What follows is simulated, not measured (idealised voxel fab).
process module | voxel quadruple lines
cross-section cut | 280 nm wide | cells 5 nm
A cross-section is a grid of square cells, given in bands from the top down. A band is one or more rows of cells.
Each band's line starts with the height of the band's top and of its bottom, in nm. Then come its materials from left to right, each with its width in nm. One material with "throughout" fills the band from edge to edge. "air" is empty space.
Height 0 is the level under which the wafer as received is all one material. The lowest band goes on downwards, as in "0 down".
A width such as "30 to 40" changes by the same amount from each row of cells to the next, from the band's top row to its bottom row.
"no change" after a step means that no cell of the cross-section changed.
closed voids: empty space of 8 cells or more with no open way to the top, each as width x height at its distance from the left edge, in nm
after a step's settings: what the simulator itself notes on the step
overlay nm, on a step with a mask: how far to the right of its planned place the mask lay; to the left if negative
plan
1 op RECEIVE | material Si
2 op CONFORMAL_DEP | material SiO2 | thk nm 5
3 op DIRECTIONAL_DEP | material W | thk nm 10
4 op DIRECTIONAL_DEP | material polySi | thk nm 15
5 op DIRECTIONAL_DEP | material aC | thk nm 25
6 op PATTERN | tone cover | mask id MANDREL | material resist | width nm 30 | thk nm 35 | overlay nm 0
7 op DIRECTIONAL_ETCH | etch materials aC | depth nm 25
8 op STRIP | etch materials resist
9 op CONFORMAL_DEP | material SiO2 | thk nm 10
10 op DIRECTIONAL_ETCH | etch materials SiO2 | depth nm 10
11 op STRIP | etch materials aC
12 op DIRECTIONAL_ETCH | etch materials polySi | depth nm 15
13 op STRIP | etch materials SiO2
14 op CONFORMAL_DEP | material SiN | thk nm 10
15 op DIRECTIONAL_ETCH | etch materials SiN | depth nm 10
16 op STRIP | etch materials polySi
17 op DIRECTIONAL_ETCH | etch materials W | depth nm 5
18 op STRIP | etch materials SiN
varied across the wafers: depth nm of step 17. The plan shows the first wafer's value. All wafers start alike
first wafer as received, after step 1
  0 down: Si throughout
  closed voids: none
first wafer at the end, after step 18
  15 to 10: air 105 | W 10 | air 10 | W 10 | air 10 | W 10 | air 10 | W 10 | air 105
  10 to 5: W throughout
  5 to 0: SiO2 throughout
  0 down: Si throughout
  closed voids: none
last wafer at the end
  15 to 5: air 105 | W 10 | air 10 | W 10 | air 10 | W 10 | air 10 | W 10 | air 105
  5 to 0: SiO2 throughout
  0 down: Si throughout
  closed voids: none
each wafer at the end: cells of each material gained (+) or lost (-) since it was received, then its closed voids
depth nm 5 | +56 SiO2 | +64 W | closed voids: none
depth nm 10 | +56 SiO2 | +16 W | closed voids: none
depth nm 15 | +56 SiO2 | +16 W | closed voids: none
depth nm 20 | +56 SiO2 | +16 W | closed voids: none
depth nm 25 | +56 SiO2 | +16 W | closed voids: none
